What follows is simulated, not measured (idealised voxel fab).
process module | voxel self aligned vias
cross-section cut | 245 nm wide | cells 5 nm
A cross-section is a grid of square cells, given in bands from the top down. A band is one or more rows of cells.
Each band's line starts with the height of the band's top and of its bottom, in nm. Then come its materials from left to right, each with its width in nm. One material with "throughout" fills the band from edge to edge. "air" is empty space.
Height 0 is the level under which the wafer as received is all one material. The lowest band goes on downwards, as in "0 down".
A width such as "30 to 40" changes by the same amount from each row of cells to the next, from the band's top row to its bottom row.
"no change" after a step means that no cell of the cross-section changed.
closed voids: empty space of 8 cells or more with no open way to the top, each as width x height at its distance from the left edge, in nm
after a step's settings: what the simulator itself notes on the step
overlay nm, on a step with a mask: how far to the right of its planned place the mask lay; to the left if negative
plan
1 op RECEIVE | material Si
2 op CONFORMAL_DEP | material SiO2 | thk nm 10
3 op CONFORMAL_DEP | material SiCN | thk nm 5
4 op DIRECTIONAL_DEP | material lowk | thk nm 25
5 op MASKED_ETCH | tone open | mask id LINES | width nm 25 | pitch nm 60 | etch materials lowk | depth nm 25 | overlay nm 0
6 op CONFORMAL_DEP | material TiN | thk nm 5
7 op FILL_DEP | material W | thk nm 5
8 op CMP | height nm 40
9 op SELECTIVE_ETCH | etch materials W Ru TiN | depth nm 10
10 op FILL_DEP | material SiN | thk nm 5
11 op CMP | height nm 40
12 op DIRECTIONAL_DEP | material lowk | thk nm 20
13 op PATTERN | tone open | mask id VIAS | material resist | width nm 45 | pitch nm 60 | thk nm 20 | overlay nm 0
14 op DIRECTIONAL_ETCH | etch materials lowk | depth nm 20
15 op DIRECTIONAL_ETCH | etch materials SiN | depth nm 10
16 op STRIP | etch materials resist
17 op CONFORMAL_DEP | material TiN | thk nm 5
18 op FILL_DEP | material Ru | thk nm 5
19 op CMP | height nm 60
20 op CONFORMAL_DEP | material SiN | thk nm 5
first wafer, as planned
as received, after step 1
  0 down: Si throughout
  closed voids: none
after step 2
  10 to 0: SiO2 throughout
  below 0: unchanged
after step 3
  15 to 10: SiCN throughout
  below 10: unchanged
after step 4
  40 to 15: lowk throughout
  below 15: unchanged
after step 5
  40 to 15: lowk 80 | air 25 | lowk 35 | air 25 | lowk 80
  below 15: unchanged
after step 6
  45 to 40: TiN 85 | air 15 | TiN 45 | air 15 | TiN 85
  40 to 20: lowk 80 | TiN 5 | air 15 | TiN 5 | lowk 35 | TiN 5 | air 15 | TiN 5 | lowk 80
  20 to 15: lowk 80 | TiN 25 | lowk 35 | TiN 25 | lowk 80
  below 15: unchanged
after step 7
  50 to 45: W throughout
  45 to 40: TiN 85 | W 15 | TiN 45 | W 15 | TiN 85
  40 to 20: lowk 80 | TiN 5 | W 15 | TiN 5 | lowk 35 | TiN 5 | W 15 | TiN 5 | lowk 80
  below 20: unchanged
after step 8
  40 to 20: lowk 80 | TiN 5 | W 15 | TiN 5 | lowk 35 | TiN 5 | W 15 | TiN 5 | lowk 80
  below 20: unchanged
after step 9
  40 to 30: lowk 80 | air 25 | lowk 35 | air 25 | lowk 80
  below 30: unchanged
after step 10
  45 to 40: SiN throughout
  40 to 30: lowk 80 | SiN 25 | lowk 35 | SiN 25 | lowk 80
  below 30: unchanged
after step 11
  40 to 30: lowk 80 | SiN 25 | lowk 35 | SiN 25 | lowk 80
  below 30: unchanged
after step 12
  60 to 40: lowk throughout
  below 40: unchanged
after step 13
  80 to 60: resist 70 | air 45 | resist 15 | air 45 | resist 70
  below 60: unchanged
after step 14
  80 to 60: resist 70 | air 45 | resist 15 | air 45 | resist 70
  60 to 40: lowk 70 | air 45 | lowk 15 | air 45 | lowk 70
  below 40: unchanged
after step 15
  80 to 60: resist 70 | air 45 | resist 15 | air 45 | resist 70
  60 to 40: lowk 70 | air 45 | lowk 15 | air 45 | lowk 70
  40 to 30: lowk 80 | air 25 | lowk 35 | air 25 | lowk 80
  below 30: unchanged
after step 16
  60 to 40: lowk 70 | air 45 | lowk 15 | air 45 | lowk 70
  below 40: unchanged
after step 17
  65 to 60: TiN 75 | air 35 | TiN 25 | air 35 | TiN 75
  60 to 45: lowk 70 | TiN 5 | air 35 | TiN 5 | lowk 15 | TiN 5 | air 35 | TiN 5 | lowk 70
  45 to 35: lowk 70 to 80 | TiN 15 to 5 | air 15 | TiN 15 to 5 | lowk 15 to 35 | TiN 15 to 5 | air 15 | TiN 15 to 5 | lowk 70 to 80
  35 to 30: lowk 80 | TiN 25 | lowk 35 | TiN 25 | lowk 80
  below 30: unchanged
after step 18
  70 to 65: Ru throughout
  65 to 60: TiN 75 | Ru 35 | TiN 25 | Ru 35 | TiN 75
  60 to 45: lowk 70 | TiN 5 | Ru 35 | TiN 5 | lowk 15 | TiN 5 | Ru 35 | TiN 5 | lowk 70
  45 to 35: lowk 70 to 80 | TiN 15 to 5 | Ru 15 | TiN 15 to 5 | lowk 15 to 35 | TiN 15 to 5 | Ru 15 | TiN 15 to 5 | lowk 70 to 80
  below 35: unchanged
after step 19
  60 to 45: lowk 70 | TiN 5 | Ru 35 | TiN 5 | lowk 15 | TiN 5 | Ru 35 | TiN 5 | lowk 70
  below 45: unchanged
after step 20
  65 to 60: SiN throughout
  below 60: unchanged
second wafer: like start, like plan, one mistake. Through step 3 it matches the first wafer
when step 4 should have ended
  35 to 15: lowk throughout
  below 15: unchanged
when step 5 should have ended
  35 to 15: lowk 80 | air 25 | lowk 35 | air 25 | lowk 80
  below 15: unchanged
when step 6 should have ended
  40 to 35: TiN 85 | air 15 | TiN 45 | air 15 | TiN 85
  35 to 20: lowk 80 | TiN 5 | air 15 | TiN 5 | lowk 35 | TiN 5 | air 15 | TiN 5 | lowk 80
  20 to 15: lowk 80 | TiN 25 | lowk 35 | TiN 25 | lowk 80
  below 15: unchanged
when step 7 should have ended
  45 to 40: W throughout
  40 to 35: TiN 85 | W 15 | TiN 45 | W 15 | TiN 85
  35 to 20: lowk 80 | TiN 5 | W 15 | TiN 5 | lowk 35 | TiN 5 | W 15 | TiN 5 | lowk 80
  below 20: unchanged
when step 8 should have ended
  40 to 35: TiN 85 | W 15 | TiN 45 | W 15 | TiN 85
  below 35: unchanged
when step 9 should have ended
  35 to 30: lowk 80 | air 25 | lowk 35 | air 25 | lowk 80
  below 30: unchanged
when step 10 should have ended
  40 to 35: SiN throughout
  35 to 30: lowk 80 | SiN 25 | lowk 35 | SiN 25 | lowk 80
  below 30: unchanged
when step 11 should have ended: no change
when step 12 should have ended
  60 to 40: lowk throughout
  below 40: unchanged
when step 13 should have ended
  80 to 60: resist 70 | air 45 | resist 15 | air 45 | resist 70
  below 60: unchanged
when step 14 should have ended
  80 to 60: resist 70 | air 45 | resist 15 | air 45 | resist 70
  60 to 40: lowk 70 | air 45 | lowk 15 | air 45 | lowk 70
  below 40: unchanged
when step 15 should have ended
  80 to 60: resist 70 | air 45 | resist 15 | air 45 | resist 70
  60 to 40: lowk 70 | air 45 | lowk 15 | air 45 | lowk 70
  40 to 35: SiN 70 | air 45 | SiN 15 | air 45 | SiN 70
  35 to 30: lowk 80 | air 25 | lowk 35 | air 25 | lowk 80
  below 30: unchanged
when step 16 should have ended
  60 to 40: lowk 70 | air 45 | lowk 15 | air 45 | lowk 70
  below 40: unchanged
when step 17 should have ended
  65 to 60: TiN 75 | air 35 | TiN 25 | air 35 | TiN 75
  60 to 40: lowk 70 | TiN 5 | air 35 | TiN 5 | lowk 15 | TiN 5 | air 35 | TiN 5 | lowk 70
  40 to 35: SiN 70 | TiN 15 | air 15 | TiN 15 | SiN 15 | TiN 15 | air 15 | TiN 15 | SiN 70
  35 to 30: lowk 80 | TiN 25 | lowk 35 | TiN 25 | lowk 80
  below 30: unchanged
when step 18 should have ended
  70 to 65: Ru throughout
  65 to 60: TiN 75 | Ru 35 | TiN 25 | Ru 35 | TiN 75
  60 to 40: lowk 70 | TiN 5 | Ru 35 | TiN 5 | lowk 15 | TiN 5 | Ru 35 | TiN 5 | lowk 70
  40 to 35: SiN 70 | TiN 15 | Ru 15 | TiN 15 | SiN 15 | TiN 15 | Ru 15 | TiN 15 | SiN 70
  below 35: unchanged
when step 19 should have ended
  60 to 40: lowk 70 | TiN 5 | Ru 35 | TiN 5 | lowk 15 | TiN 5 | Ru 35 | TiN 5 | lowk 70
  below 40: unchanged
when step 20 should have ended
  65 to 60: SiN throughout
  below 60: unchanged
what went wrong: step 4 ran as: op DIRECTIONAL_DEP | material lowk | thk nm 20
at the end the second wafer has, in cells: 8 more of Ru | 31 more of SiN | 39 fewer of lowk
